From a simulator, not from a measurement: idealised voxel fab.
Presented below is a process module, voxel transistor to metal.
It is cross-section cut that appears here, measuring 175 nm in width, its square cells being 5 nm in size.
Throughout this document, each cross-section is represented as a grid of square cells and is presented as a sequence of bands enumerated from the top downward, where a band comprises one or more rows of cells.
Heights first: top, then bottom, in nm. Then materials, left to right, each with a width in nm. "full width" on a single material: fills the band edge to edge. "empty": empty space.
Heads up on the height convention: 0 is the point under which the incoming wafer is all one material, and the lowest band has no bottom, it just keeps going down, like "top 0, no bottom".
Width "30..40": first value at the band's top row of cells, second value at its bottom row, equal change from row to row.
Take "identical to before" at face value: in the step it is given for, the cross-section changed in none of its cells.
Enclosed voids (no open way to top), threshold 8 cells or more, entry "Fully sealed cavities", notation width x height at distance, distance from left edge, nm.
Post-settings text on a step line: simulator's own remark regarding the step.
overlay nm: how far to the right of its planned place the mask lay on this masked step (negative: to the left).
Pairs, read this way: before one process step on the one hand, after it on the other, the after cross-section ending at the lowest band that changed; the step between, settings included, beneath. Same starting wafer throughout, but possibly different runs of this module, so no pair continues from the pair above unless its entry headed "Ex-ante state" says so.
# Ex-ante state
    top 25, bottom 10 = SiO2 full width
    top 10, bottom 5 = 65 nm SiO2; 5 nm SiN; 5 nm HfO2; 5 nm TiN; 15 nm W; 5 nm TiN; 5 nm HfO2; 5 nm SiN; 65 nm SiO2
    top 5, bottom 0 = 50 nm SiO2; 15 nm SiGe; 5 nm SiN; 5 nm HfO2; 5 nm TiN; 15 nm W; 5 nm TiN; 5 nm HfO2; 5 nm SiN; 15 nm SiGe; 50 nm SiO2
    top 0, bottom -5 = 50 nm SiO2; 15 nm SiGe; 5 nm SiN; 5 nm HfO2; 25 nm TiN; 5 nm HfO2; 5 nm SiN; 15 nm SiGe; 50 nm SiO2
    top -5, bottom -10 = 35 nm SiO2; 30 nm SiGe; 45 nm HfO2; 30 nm SiGe; 35 nm SiO2
    top -10, bottom -20 = 40 nm SiO2; 25 nm SiGe; 45 nm Si; 25 nm SiGe; 40 nm SiO2
    top -20, bottom -35 = 40 nm SiO2; 95 nm Si; 40 nm SiO2
    top -35, no bottom = Si full width
    Fully sealed cavities: none
# Post-Step Geometry
    top 25, bottom 10 = 40 nm empty; 15 nm SiO2; 65 nm empty; 15 nm SiO2; 40 nm empty
    top 10, bottom 5 = 40 nm empty; 15 nm SiO2; 10 nm empty; 5 nm SiN; 5 nm HfO2; 5 nm TiN; 15 nm W; 5 nm TiN; 5 nm HfO2; 5 nm SiN; 10 nm empty; 15 nm SiO2; 40 nm empty
    top 5, bottom 0 = 40 nm empty; 10 nm SiO2; 15 nm SiGe; 5 nm SiN; 5 nm HfO2; 5 nm TiN; 15 nm W; 5 nm TiN; 5 nm HfO2; 5 nm SiN; 15 nm SiGe; 10 nm SiO2; 40 nm empty
    top 0, bottom -5 = 40 nm empty; 10 nm SiO2; 15 nm SiGe; 5 nm SiN; 5 nm HfO2; 25 nm TiN; 5 nm HfO2; 5 nm SiN; 15 nm SiGe; 10 nm SiO2; 40 nm empty
    Everything under -5 stays put, no change at all.
    Fully sealed cavities: none
As a process note, the step between the before and after cross-sections shown above is MASKED_ETCH with tone cover, mask id CONTACT, width nm 15, pitch nm 80, etch materials SiO2, depth nm 30, overlay nm 0
Ex-ante state: as shown after the step in the preceding pair, directly above.
# Post-Step Geometry
    top 30, bottom 25 = 35 nm empty; 25 nm TiN; 55 nm empty; 25 nm TiN; 35 nm empty
    top 25, bottom 15 = 35 nm empty; 5 nm TiN; 15 nm SiO2; 5 nm TiN; 55 nm empty; 5 nm TiN; 15 nm SiO2; 5 nm TiN; 35 nm empty
    top 15, bottom 10 = 35 nm empty; 5 nm TiN; 15 nm SiO2; 65 nm TiN; 15 nm SiO2; 5 nm TiN; 35 nm empty
    top 10, bottom 5 = 35 nm empty; 5 nm TiN; 15 nm SiO2; 10 nm TiN; 5 nm SiN; 5 nm HfO2; 5 nm TiN; 15 nm W; 5 nm TiN; 5 nm HfO2; 5 nm SiN; 10 nm TiN; 15 nm SiO2; 5 nm TiN; 35 nm empty
    top 5, bottom 0 = 35 nm empty; 5 nm TiN; 10 nm SiO2; 15 nm SiGe; 5 nm SiN; 5 nm HfO2; 5 nm TiN; 15 nm W; 5 nm TiN; 5 nm HfO2; 5 nm SiN; 15 nm SiGe; 10 nm SiO2; 5 nm TiN; 35 nm empty
    top 0, bottom -5 = 40 nm TiN; 10 nm SiO2; 15 nm SiGe; 5 nm SiN; 5 nm HfO2; 25 nm TiN; 5 nm HfO2; 5 nm SiN; 15 nm SiGe; 10 nm SiO2; 40 nm TiN
    Everything under -5 stays put, no change at all.
    Fully sealed cavities: none
As a process note, the step between the before and after cross-sections shown above is CONFORMAL_DEP with material TiN, thk nm 5
Ex-ante state: as shown after the step in the preceding pair, directly above.
# Post-Step Geometry
    top 35, bottom 30 = W full width
    top 30, bottom 25 = 35 nm W; 25 nm TiN; 55 nm W; 25 nm TiN; 35 nm W
    top 25, bottom 15 = 35 nm W; 5 nm TiN; 15 nm SiO2; 5 nm TiN; 55 nm W; 5 nm TiN; 15 nm SiO2; 5 nm TiN; 35 nm W
    top 15, bottom 10 = 35 nm W; 5 nm TiN; 15 nm SiO2; 65 nm TiN; 15 nm SiO2; 5 nm TiN; 35 nm W
    top 10, bottom 5 = 35 nm W; 5 nm TiN; 15 nm SiO2; 10 nm TiN; 5 nm SiN; 5 nm HfO2; 5 nm TiN; 15 nm W; 5 nm TiN; 5 nm HfO2; 5 nm SiN; 10 nm TiN; 15 nm SiO2; 5 nm TiN; 35 nm W
    top 5, bottom 0 = 35 nm W; 5 nm TiN; 10 nm SiO2; 15 nm SiGe; 5 nm SiN; 5 nm HfO2; 5 nm TiN; 15 nm W; 5 nm TiN; 5 nm HfO2; 5 nm SiN; 15 nm SiGe; 10 nm SiO2; 5 nm TiN; 35 nm W
    Everything under 0 stays put, no change at all.
    Fully sealed cavities: none
As a process note, the step between the before and after cross-sections shown above is FILL_DEP with material W, thk nm 5
Ex-ante state: as shown after the step in the preceding pair, directly above.
# Post-Step Geometry
    top 25, bottom 15 = 35 nm W; 5 nm TiN; 15 nm SiO2; 5 nm TiN; 55 nm W; 5 nm TiN; 15 nm SiO2; 5 nm TiN; 35 nm W
    Everything under 15 stays put, no change at all.
    Fully sealed cavities: none
As a process note, the step between the before and after cross-sections shown above is CMP with height nm 25
Ex-ante state: as shown after the step in the preceding pair, directly above.
# Post-Step Geometry
    top 30, bottom 25 = TiN full width
    Everything under 25 stays put, no change at all.
    Fully sealed cavities: none
As a process note, the step between the before and after cross-sections shown above is DIRECTIONAL_DEP with material TiN, thk nm 5
Ex-ante state: as shown after the step in the preceding pair, directly above.
# Post-Step Geometry
    top 45, bottom 30 = W full width
    Everything under 30 stays put, no change at all.
    Fully sealed cavities: none
As a process note, the step between the before and after cross-sections shown above is DIRECTIONAL_DEP with material W, thk nm 15
Ex-ante state: as shown after the step in the preceding pair, directly above.
# Post-Step Geometry
    top 45, bottom 30 = 40 nm empty; 15 nm W; 65 nm empty; 15 nm W; 40 nm empty
    Everything under 30 stays put, no change at all.
    Fully sealed cavities: none
As a process note, the step between the before and after cross-sections shown above is MASKED_ETCH with tone cover, mask id METAL_1, width nm 15, pitch nm 80, etch materials W, depth nm 15, overlay nm 0
Ex-ante state: as shown after the step in the preceding pair, directly above.
# Post-Step Geometry
    top 45, bottom 30 = 40 nm empty; 15 nm W; 65 nm empty; 15 nm W; 40 nm empty
    top 30, bottom 25 = 40 nm empty; 15 nm TiN; 65 nm empty; 15 nm TiN; 40 nm empty
    Everything under 25 stays put, no change at all.
    Fully sealed cavities: none
As a process note, the step between the before and after cross-sections shown above is MASKED_ETCH with tone cover, mask id METAL_1, width nm 15, pitch nm 80, etch materials TiN, depth nm 5, overlay nm 0
Ex-ante state: as shown after the step in the preceding pair, directly above.
# Post-Step Geometry
    top 50, bottom 45 = 35 nm empty; 25 nm SiCN; 55 nm empty; 25 nm SiCN; 35 nm empty
    top 45, bottom 30 = 35 nm empty; 5 nm SiCN; 15 nm W; 5 nm SiCN; 55 nm empty; 5 nm SiCN; 15 nm W; 5 nm SiCN; 35 nm empty
    top 30, bottom 25 = 40 nm SiCN; 15 nm TiN; 65 nm SiCN; 15 nm TiN; 40 nm SiCN
    Everything under 25 stays put, no change at all.
    Fully sealed cavities: none
As a process note, the step between the before and after cross-sections shown above is CONFORMAL_DEP with material SiCN, thk nm 5
Ex-ante state: as shown after the step in the preceding pair, directly above.
# Post-Step Geometry
    top 55, bottom 50 = lowk full width
    top 50, bottom 45 = 35 nm lowk; 25 nm SiCN; 55 nm lowk; 25 nm SiCN; 35 nm lowk
    top 45, bottom 30 = 35 nm lowk; 5 nm SiCN; 15 nm W; 5 nm SiCN; 55 nm lowk; 5 nm SiCN; 15 nm W; 5 nm SiCN; 35 nm lowk
    Everything under 30 stays put, no change at all.
    Fully sealed cavities: none
As a process note, the step between the before and after cross-sections shown above is FILL_DEP with material lowk, thk nm 5
Ex-ante state: as shown after the step in the preceding pair, directly above.
# Post-Step Geometry
    top 45, bottom 30 = 35 nm lowk; 5 nm SiCN; 15 nm W; 5 nm SiCN; 55 nm lowk; 5 nm SiCN; 15 nm W; 5 nm SiCN; 35 nm lowk
    Everything under 30 stays put, no change at all.
    Fully sealed cavities: none
As a process note, the step between the before and after cross-sections shown above is CMP with height nm 45
Ex-ante state: as shown after the step in the preceding pair, directly above.
# Post-Step Geometry
    top 50, bottom 45 = SiCN full width
    Everything under 45 stays put, no change at all.
    Fully sealed cavities: none
As a process note, the step between the before and after cross-sections shown above is CONFORMAL_DEP with material SiCN, thk nm 5
Ex-ante state: as shown after the step in the preceding pair, directly above.
# Post-Step Geometry
    top 80, bottom 50 = SiO2 full width
    Everything under 50 stays put, no change at all.
    Fully sealed cavities: none
As a process note, the step between the before and after cross-sections shown above is DIRECTIONAL_DEP with material SiO2, thk nm 30
Ex-ante state: as shown after the step in the preceding pair, directly above.
# Post-Step Geometry
    top 95, bottom 80 = 40 nm resist; 15 nm empty; 65 nm resist; 15 nm empty; 40 nm resist
    Everything under 80 stays put, no change at all.
    Fully sealed cavities: none
As a process note, the step between the before and after cross-sections shown above is PATTERN with tone open, mask id METAL_2, material resist, width nm 15, pitch nm 80, thk nm 15, overlay nm 0
Ex-ante state: as shown after the step in the preceding pair, directly above.
# Post-Step Geometry
    top 95, bottom 80 = 40 nm resist; 15 nm empty; 65 nm resist; 15 nm empty; 40 nm resist
    top 80, bottom 65 = 40 nm SiO2; 15 nm empty; 65 nm SiO2; 15 nm empty; 40 nm SiO2
    Everything under 65 stays put, no change at all.
    Fully sealed cavities: none
As a process note, the step between the before and after cross-sections shown above is DIRECTIONAL_ETCH with etch materials SiO2, depth nm 15
Ex-ante state: as shown after the step in the preceding pair, directly above.
# Post-Step Geometry
    top 80, bottom 65 = 40 nm SiO2; 15 nm empty; 65 nm SiO2; 15 nm empty; 40 nm SiO2
    Everything under 65 stays put, no change at all.
    Fully sealed cavities: none
As a process note, the step between the before and after cross-sections shown above is STRIP with etch materials resist
Ex-ante state: as shown after the step in the preceding pair, directly above.
# Post-Step Geometry
    top 90, bottom 80 = 40 nm aC; 15 nm empty; 65 nm aC; 15 nm empty; 40 nm aC
    top 80, bottom 75 = 40 nm SiO2; 15 nm empty; 65 nm SiO2; 15 nm empty; 40 nm SiO2
    top 75, bottom 65 = 40 nm SiO2; 15 nm aC; 65 nm SiO2; 15 nm aC; 40 nm SiO2
    Everything under 65 stays put, no change at all.
    Fully sealed cavities: none
As a process note, the step between the before and after cross-sections shown above is DIRECTIONAL_DEP with material aC, thk nm 10
Ex-ante state: as shown after the step in the preceding pair, directly above.
# Post-Step Geometry
    top 120, bottom 90 = 40 nm resist; 15 nm empty; 65 nm resist; 15 nm empty; 40 nm resist
    Everything under 90 stays put, no change at all.
    Fully sealed cavities: none
As a process note, the step between the before and after cross-sections shown above is PATTERN with tone open, mask id METAL_2_HOLES, material resist, width nm 15, pitch nm 80, thk nm 30, overlay nm 0
Ex-ante state: as shown after the step in the preceding pair, directly above.
# Post-Step Geometry
    top 110, bottom 90 = 40 nm resist; 15 nm empty; 65 nm resist; 15 nm empty; 40 nm resist
    top 90, bottom 80 = 40 nm aC; 15 nm empty; 65 nm aC; 15 nm empty; 40 nm aC
    top 80, bottom 65 = 40 nm SiO2; 15 nm empty; 65 nm SiO2; 15 nm empty; 40 nm SiO2
    Everything under 65 stays put, no change at all.
    Fully sealed cavities: none
As a process note, the step between the before and after cross-sections shown above is DIRECTIONAL_ETCH with etch materials aC, depth nm 10
Ex-ante state: as shown after the step in the preceding pair, directly above.
# Post-Step Geometry
    top 90, bottom 80 = 40 nm aC; 15 nm empty; 65 nm aC; 15 nm empty; 40 nm aC
    Everything under 80 stays put, no change at all.
    Fully sealed cavities: none
As a process note, the step between the before and after cross-sections shown above is STRIP with etch materials resist
Ex-ante state: as shown after the step in the preceding pair, directly above.
# Post-Step Geometry
    top 90, bottom 80 = 40 nm aC; 15 nm empty; 65 nm aC; 15 nm empty; 40 nm aC
    top 80, bottom 50 = 40 nm SiO2; 15 nm empty; 65 nm SiO2; 15 nm empty; 40 nm SiO2
    Everything under 50 stays put, no change at all.
    Fully sealed cavities: none
As a process note, the step between the before and after cross-sections shown above is DIRECTIONAL_ETCH with etch materials SiO2, depth nm 15
Ex-ante state: as shown after the step in the preceding pair, directly above.
# Post-Step Geometry
    top 90, bottom 80 = 40 nm aC; 15 nm empty; 65 nm aC; 15 nm empty; 40 nm aC
    top 80, bottom 50 = 40 nm SiO2; 15 nm empty; 65 nm SiO2; 15 nm empty; 40 nm SiO2
    top 50, bottom 45 = 40 nm SiCN; 15 nm empty; 65 nm SiCN; 15 nm empty; 40 nm SiCN
    Everything under 45 stays put, no change at all.
    Fully sealed cavities: none
As a process note, the step between the before and after cross-sections shown above is DIRECTIONAL_ETCH with etch materials SiCN, depth nm 5
Ex-ante state: as shown after the step in the preceding pair, directly above.
# Post-Step Geometry
    top 80, bottom 50 = 40 nm SiO2; 15 nm empty; 65 nm SiO2; 15 nm empty; 40 nm SiO2
    Everything under 50 stays put, no change at all.
    Fully sealed cavities: none
As a process note, the step between the before and after cross-sections shown above is STRIP with etch materials aC
Ex-ante state: as shown after the step in the preceding pair, directly above.
# Post-Step Geometry
    top 85, bottom 80 = 45 nm TiN; 5 nm empty; 75 nm TiN; 5 nm empty; 45 nm TiN
    top 80, bottom 50 = 40 nm SiO2; 5 nm TiN; 5 nm empty; 5 nm TiN; 65 nm SiO2; 5 nm TiN; 5 nm empty; 5 nm TiN; 40 nm SiO2
    top 50, bottom 45 = 40 nm SiCN; 15 nm TiN; 65 nm SiCN; 15 nm TiN; 40 nm SiCN
    Everything under 45 stays put, no change at all.
    Fully sealed cavities: none
As a process note, the step between the before and after cross-sections shown above is CONFORMAL_DEP with material TiN, thk nm 5
Ex-ante state: as shown after the step in the preceding pair, directly above.
# Post-Step Geometry
    top 95, bottom 85 = Cu full width
    top 85, bottom 80 = 45 nm TiN; 5 nm Cu; 75 nm TiN; 5 nm Cu; 45 nm TiN
    top 80, bottom 50 = 40 nm SiO2; 5 nm TiN; 5 nm Cu; 5 nm TiN; 65 nm SiO2; 5 nm TiN; 5 nm Cu; 5 nm TiN; 40 nm SiO2
    Everything under 50 stays put, no change at all.
    Fully sealed cavities: none
As a process note, the step between the before and after cross-sections shown above is FILL_DEP with material Cu, thk nm 10
Ex-ante state: as shown after the step in the preceding pair, directly above.
# Post-Step Geometry
    top 80, bottom 50 = 40 nm SiO2; 5 nm TiN; 5 nm Cu; 5 nm TiN; 65 nm SiO2; 5 nm TiN; 5 nm Cu; 5 nm TiN; 40 nm SiO2
    Everything under 50 stays put, no change at all.
    Fully sealed cavities: none
As a process note, the step between the before and after cross-sections shown above is CMP with height nm 80
Ex-ante state: as shown after the step in the preceding pair, directly above.
# Post-Step Geometry
    top 85, bottom 80 = SiCN full width
    Everything under 80 stays put, no change at all.
    Fully sealed cavities: none
As a process note, the step between the before and after cross-sections shown above is CONFORMAL_DEP with material SiCN, thk nm 5
